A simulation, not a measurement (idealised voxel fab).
This is a process module. Its name is voxel capacitor over wiring.
It is cross-section cut that appears here, measuring 230 nm in width, its square cells being 5 nm in size.
Format of a cross-section: grid, square cells. Given as bands. Order: top down. Band: one or more rows of cells.
The entry gives the band's vertical extent as a top height and a bottom height in nm, then its horizontal make-up as materials from left to right, each with a width in nm. "blank" stands for empty space; a single material marked "full width" fills the band edge to edge.
All heights in this document are referenced to 0, defined as the level beneath which the wafer, as received, consists entirely of one material. The lowest band is not bounded below; it extends indefinitely downward and is written in the form "0..down".
Top row gets the first number, bottom row gets the second, and each row in between changes by the same step: that is how a band width like "30..40" works.
A step reported as "remained unchanged" is a step in which no cell of the cross-section changed.
Reported under the label "Fully enclosed voids" are the empty spaces having no open way to the top and comprising 8 cells or more; the notation for each is width x height at distance, in which the distance is measured from the left edge and all three values are in nm.
Anything after a step's settings on that line? It's the simulator's own note about the step.
"overlay nm", when on a step's line for a step with a mask, measures how far to the right of its planned place the mask lay; a negative measure means to the left.
Structure of the following material. The material consists of pairs of cross-sections. Each pair comprises the cross-section before one process step and the cross-section after that step, the latter shown only down to the lowest band that changed. The step between the cross-sections is specified beneath each pair, including its settings. Pairs are not necessarily consecutive: they may derive from different runs of this module performed on the same starting wafer. Continuity with the pair above is to be assumed only where the entry headed "Pre-process cross-section" of the pair in question states it.

# Pre-process cross-section
    55..40  blank (65), then lowk (15), then blank (150)
    40..35  blank (65), then SiCN (15), then blank (150)
    35..15  SiO2 (50), then TiN (5), then Ru (20), then TiN (5), then SiO2 (65), then TiN (5), then Ru (20), then TiN (5), then SiO2 (55)
    15..10  SiCN (50), then TiN (30), then SiCN (65), then TiN (30), then SiCN (55)
    10..0  SiO2 full width
    0..down  Si full width
    Fully enclosed voids: none

# Cut View, Post-Step
    55..45  blank (65), then lowk (15), then blank (150)
    45..40  blank (40), then Ru (25), then lowk (15), then blank (55), then Ru (50), then blank (45)
    40..35  blank (40), then Ru (25), then SiCN (15), then blank (55), then Ru (50), then blank (45)
    Everything under 35 stays put, no change at all.
    Fully enclosed voids: none
The two cross-sections above bracket this step: EPI, material Ru, thk nm 10

Pre-process cross-section: it's just the after picture from the pair right above this one.

# Cut View, Post-Step
    55..40  blank (30), then Ru (35), then lowk (15), then blank (45), then Ru (70), then blank (35)
    40..35  blank (30), then Ru (35), then SiCN (15), then blank (45), then Ru (70), then blank (35)
    Everything under 35 stays put, no change at all.
    Fully enclosed voids: none
The two cross-sections above bracket this step: EPI, material Ru, thk nm 10

Pre-process cross-section: it's just the after picture from the pair right above this one.

# Cut View, Post-Step
    65..55  blank (30), then TiN (50), then blank (45), then TiN (70), then blank (35)
    55..45  blank (30), then Ru (35), then lowk (15), then blank (45), then Ru (70), then blank (35)
    45..40  TiN (30), then Ru (35), then lowk (15), then TiN (45), then Ru (70), then TiN (35)
    40..35  TiN (30), then Ru (35), then SiCN (15), then TiN (45), then Ru (70), then TiN (35)
    Everything under 35 stays put, no change at all.
    Fully enclosed voids: none
The two cross-sections above bracket this step: DIRECTIONAL_DEP, material TiN, thk nm 10

Pre-process cross-section: it's just the after picture from the pair right above this one.

# Cut View, Post-Step
    70..65  blank (30), then SiN (50), then blank (45), then SiN (70), then blank (35)
    65..55  blank (30), then TiN (50), then blank (45), then TiN (70), then blank (35)
    55..50  blank (30), then Ru (35), then lowk (15), then blank (45), then Ru (70), then blank (35)
    50..45  SiN (30), then Ru (35), then lowk (15), then SiN (45), then Ru (70), then SiN (35)
    Everything under 45 stays put, no change at all.
    Fully enclosed voids: none
The two cross-sections above bracket this step: DIRECTIONAL_DEP, material SiN, thk nm 5

Pre-process cross-section: it's just the after picture from the pair right above this one.

# Cut View, Post-Step
    80..70  blank (30), then TiN (50), then blank (45), then TiN (70), then blank (35)
    70..65  blank (30), then SiN (50), then blank (45), then SiN (70), then blank (35)
    65..60  blank (30), then TiN (50), then blank (45), then TiN (70), then blank (35)
    60..55  TiN full width
    55..50  TiN (30), then Ru (35), then lowk (15), then TiN (45), then Ru (70), then TiN (35)
    Everything under 50 stays put, no change at all.
    Fully enclosed voids: none
The two cross-sections above bracket this step: DIRECTIONAL_DEP, material TiN, thk nm 10

Pre-process cross-section: it's just the after picture from the pair right above this one.

# Cut View, Post-Step
    80..70  blank (65), then TiN (15), then blank (45), then TiN (10), then blank (95)
    70..65  blank (30), then SiN (50), then blank (45), then SiN (70), then blank (35)
    65..60  blank (30), then TiN (50), then blank (45), then TiN (70), then blank (35)
    60..55  blank (30), then TiN (165), then blank (35)
    55..50  blank (30), then Ru (35), then lowk (15), then TiN (45), then Ru (70), then blank (35)
    Everything under 50 stays put, no change at all.
    Fully enclosed voids: none
The two cross-sections above bracket this step: MASKED_ETCH, tone cover, mask id UPPER_PLATE, width nm 70, etch materials TiN, depth nm 10, overlay nm 0

Pre-process cross-section: it's just the after picture from the pair right above this one.

# Cut View, Post-Step
    80..70  blank (65), then TiN (15), then blank (45), then TiN (10), then blank (95)
    70..65  blank (65), then SiN (15), then blank (45), then SiN (10), then blank (95)
    65..60  blank (30), then TiN (50), then blank (45), then TiN (70), then blank (35)
    60..55  blank (30), then TiN (165), then blank (35)
    55..50  blank (30), then Ru (35), then lowk (15), then TiN (45), then Ru (70), then blank (35)
    50..45  blank (30), then Ru (35), then lowk (15), then SiN (45), then Ru (70), then blank (35)
    Everything under 45 stays put, no change at all.
    Fully enclosed voids: none
The two cross-sections above bracket this step: MASKED_ETCH, tone cover, mask id UPPER_PLATE, width nm 70, etch materials SiN, depth nm 5, overlay nm 0

Pre-process cross-section: it's just the after picture from the pair right above this one.

# Cut View, Post-Step
    90..80  blank (65), then aC (15), then blank (45), then aC (10), then blank (95)
    80..75  blank (65), then TiN (15), then blank (45), then TiN (10), then blank (95)
    75..70  blank (30), then aC (35), then TiN (15), then blank (45), then TiN (10), then aC (60), then blank (35)
    70..65  blank (30), then aC (35), then SiN (15), then aC (45), then SiN (10), then aC (60), then blank (35)
    65..60  blank (30), then TiN (50), then aC (45), then TiN (70), then blank (35)
    60..55  blank (30), then TiN (165), then blank (35)
    55..50  aC (30), then Ru (35), then lowk (15), then TiN (45), then Ru (70), then aC (35)
    50..45  aC (30), then Ru (35), then lowk (15), then SiN (45), then Ru (70), then aC (35)
    Everything under 45 stays put, no change at all.
    Fully enclosed voids: none
The two cross-sections above bracket this step: DIRECTIONAL_DEP, material aC, thk nm 10

Pre-process cross-section: it's just the after picture from the pair right above this one.

# Cut View, Post-Step
    115..90  blank (60), then resist (80), then blank (90)
    90..80  blank (60), then resist (5), then aC (15), then resist (45), then aC (10), then resist (5), then blank (90)
    80..75  blank (60), then resist (5), then TiN (15), then resist (45), then TiN (10), then resist (5), then blank (90)
    75..70  blank (30), then aC (35), then TiN (15), then resist (45), then TiN (10), then aC (60), then blank (35)
    Everything under 70 stays put, no change at all.
    Fully enclosed voids: none
The two cross-sections above bracket this step: PATTERN, tone cover, mask id LOWER_PLATE, material resist, width nm 80, thk nm 25, overlay nm 0

Pre-process cross-section: it's just the after picture from the pair right above this one.

# Cut View, Post-Step
    105..90  blank (60), then resist (80), then blank (90)
    90..80  blank (60), then resist (5), then aC (15), then resist (45), then aC (10), then resist (5), then blank (90)
    80..75  blank (60), then resist (5), then TiN (15), then resist (45), then TiN (10), then resist (5), then blank (90)
    75..70  blank (60), then aC (5), then TiN (15), then resist (45), then TiN (10), then aC (5), then blank (90)
    70..65  blank (60), then aC (5), then SiN (15), then aC (45), then SiN (10), then aC (5), then blank (90)
    65..60  blank (30), then TiN (50), then aC (45), then TiN (70), then blank (35)
    60..55  blank (30), then TiN (165), then blank (35)
    55..50  blank (30), then Ru (35), then lowk (15), then TiN (45), then Ru (70), then blank (35)
    50..45  blank (30), then Ru (35), then lowk (15), then SiN (45), then Ru (70), then blank (35)
    Everything under 45 stays put, no change at all.
    Fully enclosed voids: none
The two cross-sections above bracket this step: DIRECTIONAL_ETCH, etch materials aC, depth nm 10

Pre-process cross-section: it's just the after picture from the pair right above this one.

# Cut View, Post-Step
    90..80  blank (65), then aC (15), then blank (45), then aC (10), then blank (95)
    80..75  blank (65), then TiN (15), then blank (45), then TiN (10), then blank (95)
    75..70  blank (60), then aC (5), then TiN (15), then blank (45), then TiN (10), then aC (5), then blank (90)
    Everything under 70 stays put, no change at all.
    Fully enclosed voids: none
The two cross-sections above bracket this step: STRIP, etch materials resist

Pre-process cross-section: it's just the after picture from the pair right above this one.

# Cut View, Post-Step
    90..80  blank (65), then aC (15), then blank (45), then aC (10), then blank (95)
    80..75  blank (65), then TiN (15), then blank (45), then TiN (10), then blank (95)
    75..70  blank (60), then aC (5), then TiN (15), then blank (45), then TiN (10), then aC (5), then blank (90)
    70..65  blank (60), then aC (5), then SiN (15), then aC (45), then SiN (10), then aC (5), then blank (90)
    65..60  blank (60), then TiN (20), then aC (45), then TiN (15), then blank (90)
    60..55  blank (60), then TiN (80), then blank (90)
    55..50  blank (30), then Ru (35), then lowk (15), then TiN (45), then Ru (70), then blank (35)
    50..45  blank (30), then Ru (35), then lowk (15), then SiN (45), then Ru (70), then blank (35)
    45..40  blank (30), then Ru (35), then lowk (15), then TiN (45), then Ru (70), then blank (35)
    40..35  blank (30), then Ru (35), then SiCN (15), then TiN (45), then Ru (70), then blank (35)
    Everything under 35 stays put, no change at all.
    Fully enclosed voids: none
The two cross-sections above bracket this step: DIRECTIONAL_ETCH, etch materials TiN, depth nm 10

Pre-process cross-section: it's just the after picture from the pair right above this one.

# Cut View, Post-Step
    80..70  blank (65), then TiN (15), then blank (45), then TiN (10), then blank (95)
    70..65  blank (65), then SiN (15), then blank (45), then SiN (10), then blank (95)
    65..60  blank (60), then TiN (20), then blank (45), then TiN (15), then blank (90)
    Everything under 60 stays put, no change at all.
    Fully enclosed voids: none
The two cross-sections above bracket this step: STRIP, etch materials aC

Pre-process cross-section: it's just the after picture from the pair right above this one.

# Cut View, Post-Step
    95..80  SiO2 full width
    80..70  SiO2 (65), then TiN (15), then SiO2 (45), then TiN (10), then SiO2 (95)
    70..65  SiO2 (65), then SiN (15), then SiO2 (45), then SiN (10), then SiO2 (95)
    65..60  SiO2 (60), then TiN (20), then SiO2 (45), then TiN (15), then SiO2 (90)
    60..55  SiO2 (60), then TiN (80), then SiO2 (90)
    55..50  SiO2 (30), then Ru (35), then lowk (15), then TiN (45), then Ru (70), then SiO2 (35)
    50..45  SiO2 (30), then Ru (35), then lowk (15), then SiN (45), then Ru (70), then SiO2 (35)
    45..40  SiO2 (30), then Ru (35), then lowk (15), then TiN (45), then Ru (70), then SiO2 (35)
    40..35  SiO2 (30), then Ru (35), then SiCN (15), then TiN (45), then Ru (70), then SiO2 (35)
    Everything under 35 stays put, no change at all.
    Fully enclosed voids: none
The two cross-sections above bracket this step: FILL_DEP, material SiO2, thk nm 15

Pre-process cross-section: it's just the after picture from the pair right above this one.

# Cut View, Post-Step
    90..80  SiO2 full width
    Everything under 80 stays put, no change at all.
    Fully enclosed voids: none
The two cross-sections above bracket this step: CMP, height nm 90

Pre-process cross-section: it's just the after picture from the pair right above this one.

# Cut View, Post-Step
    105..90  aC full width
    Everything under 90 stays put, no change at all.
    Fully enclosed voids: none
The two cross-sections above bracket this step: DIRECTIONAL_DEP, material aC, thk nm 15

Pre-process cross-section: it's just the after picture from the pair right above this one.

# Cut View, Post-Step
    140..105  resist (75), then blank (15), then resist (140)
    Everything under 105 stays put, no change at all.
    Fully enclosed voids: none
The two cross-sections above bracket this step: PATTERN, tone open, mask id PLUG_2, material resist, width nm 15, thk nm 35, overlay nm 0

Pre-process cross-section: it's just the after picture from the pair right above this one.

# Cut View, Post-Step
    125..105  resist (75), then blank (15), then resist (140)
    105..90  aC (75), then blank (15), then aC (140)
    Everything under 90 stays put, no change at all.
    Fully enclosed voids: none
The two cross-sections above bracket this step: DIRECTIONAL_ETCH, etch materials aC, depth nm 15

Pre-process cross-section: it's just the after picture from the pair right above this one.

# Cut View, Post-Step
    105..90  aC (75), then blank (15), then aC (140)
    Everything under 90 stays put, no change at all.
    Fully enclosed voids: none
The two cross-sections above bracket this step: STRIP, etch materials resist

Pre-process cross-section: it's just the after picture from the pair right above this one.

# Cut View, Post-Step
    105..90  aC (75), then blank (15), then aC (140)
    90..80  SiO2 (75), then blank (15), then SiO2 (140)
    Everything under 80 stays put, no change at all.
    Fully enclosed voids: none
The two cross-sections above bracket this step: DIRECTIONAL_ETCH, etch materials SiO2, depth nm 10

Pre-process cross-section: it's just the after picture from the pair right above this one.

# Cut View, Post-Step
    90..80  SiO2 (75), then blank (15), then SiO2 (140)
    Everything under 80 stays put, no change at all.
    Fully enclosed voids: none
The two cross-sections above bracket this step: STRIP, etch materials aC

Pre-process cross-section: it's just the after picture from the pair right above this one.

# Cut View, Post-Step
    95..90  TiN (80), then blank (5), then TiN (145)
    90..85  SiO2 (75), then TiN (5), then blank (5), then TiN (5), then SiO2 (140)
    85..80  SiO2 (75), then TiN (15), then SiO2 (140)
    Everything under 80 stays put, no change at all.
    Fully enclosed voids: none
The two cross-sections above bracket this step: CONFORMAL_DEP, material TiN, thk nm 5

Pre-process cross-section: it's just the after picture from the pair right above this one.

# Cut View, Post-Step
    100..95  W full width
    95..90  TiN (80), then W (5), then TiN (145)
    90..85  SiO2 (75), then TiN (5), then W (5), then TiN (5), then SiO2 (140)
    Everything under 85 stays put, no change at all.
    Fully enclosed voids: none
The two cross-sections above bracket this step: FILL_DEP, material W, thk nm 5

Pre-process cross-section: it's just the after picture from the pair right above this one.

# Cut View, Post-Step
    90..85  SiO2 (75), then TiN (5), then W (5), then TiN (5), then SiO2 (140)
    Everything under 85 stays put, no change at all.
    Fully enclosed voids: none
The two cross-sections above bracket this step: CMP, height nm 90

Pre-process cross-section: it's just the after picture from the pair right above this one.

# Cut View, Post-Step
    95..90  SiN full width
    Everything under 90 stays put, no change at all.
    Fully enclosed voids: none
The two cross-sections above bracket this step: CONFORMAL_DEP, material SiN, thk nm 5
